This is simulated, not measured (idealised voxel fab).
You're looking at the process module voxel released beams.
It is cross-section cut that appears here, measuring 295 nm in width, its square cells being 5 nm in size.
Reading order for cross-sections: top band down to bottom band. Underlying form: a grid of square cells. Band size: one or more rows of cells. It is stipulated that each band's entry specify, in nanometres, the height of the top of the band and then that of its bottom, followed by the materials of the band in left-to-right sequence, each together with its width in nanometres. A single material marked by the word "edge to edge" is understood to fill the band from edge to edge; the word "empty" is understood to denote empty space. For the purposes of this specification, 0 denotes the height below which the wafer in its as-received condition is composed wholly of one material, and the lowermost band, lacking a lower limit, extends downward without end, as expressed in "0 down". The width entry "30 to 40" should be interpreted row by row: the top row of cells in the band takes the first number, the bottom row takes the second number, and the change between adjacent rows is uniform throughout. No cell of the cross-section changed in a step that is given as "left unchanged". "Fully sealed voids": empty spaces of 8 cells or more with no open way to the top, each given as width x height at distance, distance from the left edge, all in nm. It should be noted that, on the line of a given step, the content following the step's settings is a remark produced by the simulator itself with respect to that step. The line of a step may include "overlay nm". On a step with a mask, this value is how far to the right of its planned place the mask lay. A negative value means the mask lay to the left.

[Process steps - plan]
step 1: RECEIVE with material Si
step 2: CONFORMAL_DEP with material Al2O3, thk nm 10
step 3: DIRECTIONAL_DEP with material SiO2, thk nm 20
step 4: MASKED_ETCH with tone open, mask id ANCHOR, width nm 35, etch materials SiO2, depth nm 20, overlay nm 0
step 5: CONFORMAL_DEP with material W, thk nm 10
step 6: DIRECTIONAL_DEP with material aC, thk nm 15
step 7: PATTERN with tone cover, mask id BEAM, material resist, width nm 115, thk nm 35, overlay nm 0
step 8: DIRECTIONAL_ETCH with etch materials aC, depth nm 15
step 9: STRIP with etch materials resist
step 10: DIRECTIONAL_ETCH with etch materials W, depth nm 10
step 11: STRIP with etch materials aC
step 12: STRIP with etch materials SiO2

[On the first of the two wafers: run conducted according to plan]

[Cross-section of the wafer upon arrival, representing the state reached after step 1]
- 0 down | Si edge to edge
- Fully sealed voids: none

[State of the wafer after step 2, shown in cross-section]
- 10 to 0 | Al2O3 edge to edge
- All layers under 0 are left as they were.

[State of the wafer after step 3, shown in cross-section]
- 30 to 10 | SiO2 edge to edge
- All layers under 10 are left as they were.

[State of the wafer after step 4, shown in cross-section]
- 30 to 10 | SiO2: 90 / empty: 35 / SiO2: 170
- All layers under 10 are left as they were.

[State of the wafer after step 5, shown in cross-section]
- 40 to 30 | W: 100 / empty: 15 / W: 180
- 30 to 20 | SiO2: 90 / W: 10 / empty: 15 / W: 10 / SiO2: 170
- 20 to 10 | SiO2: 90 / W: 35 / SiO2: 170
- All layers under 10 are left as they were.

[State of the wafer after step 6, shown in cross-section]
- 55 to 40 | aC: 100 / empty: 15 / aC: 180
- 40 to 35 | W: 100 / empty: 15 / W: 180
- 35 to 30 | W: 100 / aC: 15 / W: 180
- 30 to 20 | SiO2: 90 / W: 10 / aC: 15 / W: 10 / SiO2: 170
- All layers under 20 are left as they were.

[State of the wafer after step 7, shown in cross-section]
- 90 to 55 | empty: 85 / resist: 115 / empty: 95
- 55 to 40 | aC: 100 / resist: 15 / aC: 180
- 40 to 35 | W: 100 / resist: 15 / W: 180
- All layers under 35 are left as they were.

[State of the wafer after step 8, shown in cross-section]
- 75 to 55 | empty: 85 / resist: 115 / empty: 95
- 55 to 40 | empty: 85 / aC: 15 / resist: 15 / aC: 85 / empty: 95
- All layers under 40 are left as they were.

[State of the wafer after step 9, shown in cross-section]
- 55 to 40 | empty: 85 / aC: 15 / empty: 15 / aC: 85 / empty: 95
- 40 to 35 | W: 100 / empty: 15 / W: 180
- All layers under 35 are left as they were.

[State of the wafer after step 10, shown in cross-section]
- 55 to 40 | empty: 85 / aC: 15 / empty: 15 / aC: 85 / empty: 95
- 40 to 35 | empty: 85 / W: 15 / empty: 15 / W: 85 / empty: 95
- 35 to 30 | empty: 85 / W: 15 / aC: 15 / W: 85 / empty: 95
- All layers under 30 are left as they were.

[State of the wafer after step 11, shown in cross-section]
- 40 to 30 | empty: 85 / W: 15 / empty: 15 / W: 85 / empty: 95
- 30 to 20 | SiO2: 90 / W: 10 / empty: 15 / W: 10 / SiO2: 170
- All layers under 20 are left as they were.

[State of the wafer after step 12, shown in cross-section]
- 40 to 30 | empty: 85 / W: 15 / empty: 15 / W: 85 / empty: 95
- 30 to 20 | empty: 90 / W: 10 / empty: 15 / W: 10 / empty: 170
- 20 to 10 | empty: 90 / W: 35 / empty: 170
- All layers under 10 are left as they were.

[Wafer two of the pair: same origin, same plan, one error during the run; identical to wafer one up to and including step 1]

[Here is the second wafer in cross-section at the point where step 2 of the plan should have been done]
- 20 to 0 | SiO2 edge to edge
- All layers under 0 are left as they were.

[Here is the second wafer in cross-section at the point where step 3 of the plan should have been done]
- 30 to 20 | Al2O3 edge to edge
- All layers under 20 are left as they were.

Here is the second wafer in cross-section at the point where step 4 of the plan should have been done: left unchanged

[Here is the second wafer in cross-section at the point where step 5 of the plan should have been done]
- 40 to 30 | W edge to edge
- All layers under 30 are left as they were.

[Here is the second wafer in cross-section at the point where step 6 of the plan should have been done]
- 55 to 40 | aC edge to edge
- All layers under 40 are left as they were.

[Here is the second wafer in cross-section at the point where step 7 of the plan should have been done]
- 90 to 55 | empty: 85 / resist: 115 / empty: 95
- All layers under 55 are left as they were.

[Here is the second wafer in cross-section at the point where step 8 of the plan should have been done]
- 75 to 55 | empty: 85 / resist: 115 / empty: 95
- 55 to 40 | empty: 85 / aC: 115 / empty: 95
- All layers under 40 are left as they were.

[Here is the second wafer in cross-section at the point where step 9 of the plan should have been done]
- 55 to 40 | empty: 85 / aC: 115 / empty: 95
- All layers under 40 are left as they were.

[Here is the second wafer in cross-section at the point where step 10 of the plan should have been done]
- 55 to 40 | empty: 85 / aC: 115 / empty: 95
- 40 to 30 | empty: 85 / W: 115 / empty: 95
- All layers under 30 are left as they were.

[Here is the second wafer in cross-section at the point where step 11 of the plan should have been done]
- 40 to 30 | empty: 85 / W: 115 / empty: 95
- All layers under 30 are left as they were.

Here is the second wafer in cross-section at the point where step 12 of the plan should have been done: left unchanged
Deviation noted in wafer processing: steps 2 and 3 run out of order (swapped)
The closing comparison, in cells, has the second wafer with more or fewer of some materials than the first: SiO2 +236, W -16
